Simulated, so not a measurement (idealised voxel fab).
Documented hereafter: the process module known as voxel self aligned vias.
The figure presents cross-section cut, which has a width of 285 nm and is divided into square cells with an edge length of 5 nm.
Heads up, the way a cross-section reads in here is a grid of square cells, handed over as bands from the top down, with every band being one or more rows of cells.
Look at the band entry: it leads with the top's height and the bottom's height in nm. Then it lists the materials left to right, with a width in nm for each. The word "all across" on a single material says that material fills the band edge to edge. The word "empty" is empty space.
Zero point of the height axis is 0; under it, received wafer = one material. Lowest band: continues down indefinitely, "z 0 and below".
When a width is written as two numbers, as in "30..40", the first number is the width in the top row of cells of the band and the second is the width in its bottom row, and the width changes by the same amount from each row to the next.
Step marked "no change"? Then no cell in the cross-section changed in it.
Heads up: "Unvented voids" only lists the empty pockets with no open path to the top that are 8 cells or more, and it writes them as width x height at distance, distance from the left edge, in nm.
Note: text after step settings on the step line = simulator remark on that step.
When a step includes a mask, the "overlay nm" setting on its line states how far to the right of its planned place that mask lay, and negative values state how far to the left.

# Set out below are the planned steps of the process
- 1: RECEIVE | material Si
- 2: CONFORMAL_DEP | material SiO2 | thk nm 15
- 3: CONFORMAL_DEP | material SiCN | thk nm 5
- 4: DIRECTIONAL_DEP | material SiO2 | thk nm 25
- 5: DIRECTIONAL_DEP | material aC | thk nm 10
- 6: PATTERN | tone open | mask id LINES | material resist | width nm 20 | pitch nm 55 | thk nm 30 | overlay nm 0
- 7: DIRECTIONAL_ETCH | etch materials aC | depth nm 10
- 8: STRIP | etch materials resist
- 9: DIRECTIONAL_ETCH | etch materials SiO2 | depth nm 25
- 10: STRIP | etch materials aC
- 11: CONFORMAL_DEP | material TiN | thk nm 5
- 12: FILL_DEP | material Ru | thk nm 5
- 13: CMP | height nm 45
- 14: SELECTIVE_ETCH | etch materials W Ru TiN | depth nm 10
- 15: FILL_DEP | material SiN | thk nm 10
- 16: CMP | height nm 45
- 17: DIRECTIONAL_DEP | material SiO2 | thk nm 20
- 18: PATTERN | tone open | mask id VIAS | material resist | width nm 30 | pitch nm 55 | thk nm 15 | overlay nm 0
- 19: DIRECTIONAL_ETCH | etch materials SiO2 | depth nm 20
- 20: DIRECTIONAL_ETCH | etch materials SiN | depth nm 10
- 21: STRIP | etch materials resist
- 22: CONFORMAL_DEP | material TiN | thk nm 5
- 23: FILL_DEP | material W | thk nm 10
- 24: CMP | height nm 65
- 25: CONFORMAL_DEP | material SiN | thk nm 5

# as received, after step 1
z 0 and below: Si all across
Unvented voids: none

# The module was run from the start shown above using the plan shown above, but one mistake was made doing it; the resulting wafer cross-section is below
z 70 to 65: SiN all across
z 65 to 50: 70 nm SiO2, then 5 nm TiN, then 20 nm W, then 5 nm TiN, then 25 nm SiO2, then 5 nm TiN, then 20 nm W, then 5 nm TiN, then 25 nm SiO2, then 5 nm TiN, then 20 nm W, then 5 nm TiN, then 75 nm SiO2
z 50 to 45: 70 nm SiO2, then 10 nm TiN, then 10 nm W, then 10 nm TiN, then 25 nm SiO2, then 10 nm TiN, then 10 nm W, then 10 nm TiN, then 25 nm SiO2, then 10 nm TiN, then 10 nm W, then 10 nm TiN, then 75 nm SiO2
z 45 to 40: 75 nm SiO2, then 20 nm TiN, then 35 nm SiO2, then 20 nm TiN, then 35 nm SiO2, then 20 nm TiN, then 80 nm SiO2
z 40 to 35: 75 nm SiO2, then 20 nm SiN, then 35 nm SiO2, then 20 nm SiN, then 35 nm SiO2, then 20 nm SiN, then 80 nm SiO2
z 35 to 25: 75 nm SiO2, then 5 nm TiN, then 10 nm Ru, then 5 nm TiN, then 35 nm SiO2, then 5 nm TiN, then 10 nm Ru, then 5 nm TiN, then 35 nm SiO2, then 5 nm TiN, then 10 nm Ru, then 5 nm TiN, then 80 nm SiO2
z 25 to 20: 75 nm SiO2, then 20 nm TiN, then 35 nm SiO2, then 20 nm TiN, then 35 nm SiO2, then 20 nm TiN, then 80 nm SiO2
z 20 to 15: SiCN all across
z 15 to 0: SiO2 all across
z 0 and below: Si all across
Unvented voids: none
Want to know what went wrong? step 20 was run on a setting that differed from the plan, and what really ran there is DIRECTIONAL_ETCH | etch materials SiN | depth nm 5
